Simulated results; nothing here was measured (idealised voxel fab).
The name of this process module is voxel trench capacitor.
cross-section cut | 210 nm wide | cells 5 nm
For the purposes of this document, a cross-section shall be understood as a grid of square cells, specified as bands listed in top-to-bottom order, each band consisting of one or more rows of cells.
First you get the band's top height and its bottom height, in nm, and then the materials it's made of, left to right, with each width in nm. If you see a single material with "everywhere", that one covers the band edge to edge. "air" is empty space.
A quick word on heights: they are counted from 0, and under that level the wafer as it came to us is one material throughout. The lowest band is different from the rest in having no bottom; it simply continues downward, written as in "0 and below".
Top row gets the first number, bottom row gets the second, and each row in between changes by the same step: that is how a band width like "30->40" works.
Reading "all unchanged" for a step: not a cell of the cross-section changed in it.
In the "Catalogued sealed voids" entry, you get each enclosed empty space of 8 cells or more, one with no open way to the top, written width x height at distance, distance from the left edge, in nm.
The remark found on a step's line after its settings is issued by the simulator itself and pertains to that step.
Regarding "overlay nm": on a step with a mask, it is the distance the mask lay to the right of its planned place; a negative value places it to the left.

## Process steps - plan
1,RECEIVE [material Si]
2,CONFORMAL_DEP [material SiN] [thk nm 5]
3,MASKED_ETCH [tone open] [mask id TRENCH] [width nm 30] [pitch nm 60] [etch materials SiN] [depth nm 5] [overlay nm 0]
4,MASKED_ETCH [tone open] [mask id TRENCH] [width nm 30] [pitch nm 60] [etch materials Si] [depth nm 30] [overlay nm 0]
5,CONFORMAL_DEP [material Al2O3] [thk nm 5]
6,CONFORMAL_DEP [material TiN] [thk nm 5]
7,FILL_DEP [material W] [thk nm 10]
8,CMP [height nm 5]

## The cross-section here shows the wafer as received, i.e. in its state after step 1
* 0 and below | Si everywhere
* Catalogued sealed voids: none

## Run as planned - first of the two wafers cross-sectioned at the end of the module
* 5 down to 0 | SiN=30; Al2O3=5; TiN=5; W=10; TiN=5; Al2O3=5; SiN=30; Al2O3=5; TiN=5; W=10; TiN=5; Al2O3=5; SiN=30; Al2O3=5; TiN=5; W=10; TiN=5; Al2O3=5; SiN=30
* 0 down to -20 | Si=30; Al2O3=5; TiN=5; W=10; TiN=5; Al2O3=5; Si=30; Al2O3=5; TiN=5; W=10; TiN=5; Al2O3=5; Si=30; Al2O3=5; TiN=5; W=10; TiN=5; Al2O3=5; Si=30
* -20 down to -25 | Si=30; Al2O3=5; TiN=20; Al2O3=5; Si=30; Al2O3=5; TiN=20; Al2O3=5; Si=30; Al2O3=5; TiN=20; Al2O3=5; Si=30
* -25 down to -30 | Si=30; Al2O3=30; Si=30; Al2O3=30; Si=30; Al2O3=30; Si=30
* -30 and below | Si everywhere
* Catalogued sealed voids: none

## second wafer at the end: like start, like plan, one mistake
* 5 down to 0 | Al2O3=30; SiN=30; Al2O3=30; SiN=30; Al2O3=30; SiN=30; Al2O3=30
* 0 and below | Si everywhere
* Catalogued sealed voids: none
Nonconformance to the process plan: contrary to plan, step 3 was performed as MASKED_ETCH [tone cover] [mask id TRENCH] [width nm 30] [pitch nm 60] [etch materials SiN] [depth nm 5] [overlay nm 0]
Counted in cells at the end, the second wafer holds more or fewer of these materials than the first: -30 Al2O3 | +108 Si | -6 SiN | -42 TiN | -30 W
